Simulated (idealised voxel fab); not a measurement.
Proc. module: voxel spacer lines
Section shown: cut. Width: 275 nm. Cell size: 5 nm, square.
We lay out every cross-section as a grid of square cells and spell it out in bands from the top down, where one band means one or more rows of cells.
Band entry format. Leading values: height of top, height of bottom, nm. Remainder: materials in left-to-right order, each with its width in nm. Special words: "full width" on a single material, which then fills the band edge to edge; "air", empty space.
Height is counted from the level 0, under which the received wafer is composed throughout of one material. The lowest of the bands is not closed at the bottom but continues downward, in the notation "0 nm and below".
The two numbers in a width such as "30->40" mark its ends across the band: the first belongs to the top row of cells, the second to the bottom row, and from each row to the next the width moves by the same amount.
"no modifications" for a step: no cell of the cross-section changed in that step.
Non-vented voids: empty space of 8 cells or more with no open way to the top, each as width x height at its distance from the left edge, in nm
Anything after a step's settings on that line? It's the simulator's own note about the step.
A step line may carry the setting "overlay nm", which, for steps involving a mask, states the distance by which the mask lay to the right of its intended position; negative values denote displacement to the left.
-- Here's what the planned process steps look like
1) RECEIVE: material Si
2) CONFORMAL_DEP: material Al2O3, thk nm 5
3) DIRECTIONAL_DEP: material SiN, thk nm 15
4) DIRECTIONAL_DEP: material polySi, thk nm 20
5) PATTERN: tone cover, mask id MANDREL, material resist, width nm 25, pitch nm 70, thk nm 25, overlay nm 0
6) DIRECTIONAL_ETCH: etch materials polySi, depth nm 20
7) STRIP: etch materials resist
8) CONFORMAL_DEP: material SiO2, thk nm 10
9) DIRECTIONAL_ETCH: etch materials SiO2, depth nm 10
10) STRIP: etch materials polySi
11) DIRECTIONAL_ETCH: etch materials SiN, depth nm 15
12) STRIP: etch materials SiO2
-- The cross-section here shows the wafer as received, i.e. in its state after step 1
- 0 nm and below: Si full width
- Non-vented voids: none
-- The first of two wafers, cross-sectioned at the end of the module, with the run proceeding as planned
- 20 nm to 5 nm: air 45; SiN 10; air 25; SiN 10; air 25; SiN 10; air 25; SiN 10; air 25; SiN 10; air 25; SiN 10; air 45
- 5 nm to 0 nm: Al2O3 full width
- 0 nm and below: Si full width
- Non-vented voids: none
-- Wafer two cross-section, module end. Start and plan unchanged from wafer one; one mistake made during the run
- 15 nm to 0 nm: air 45; SiN 10; air 25; SiN 10; air 25; SiN 10; air 25; SiN 10; air 25; SiN 10; air 25; SiN 10; air 45
- 0 nm and below: Si full width
- Non-vented voids: none
Deviation from plan: step 2 was left out
Cell-count delta at end, second wafer over first, by material: 55 fewer of Al2O3
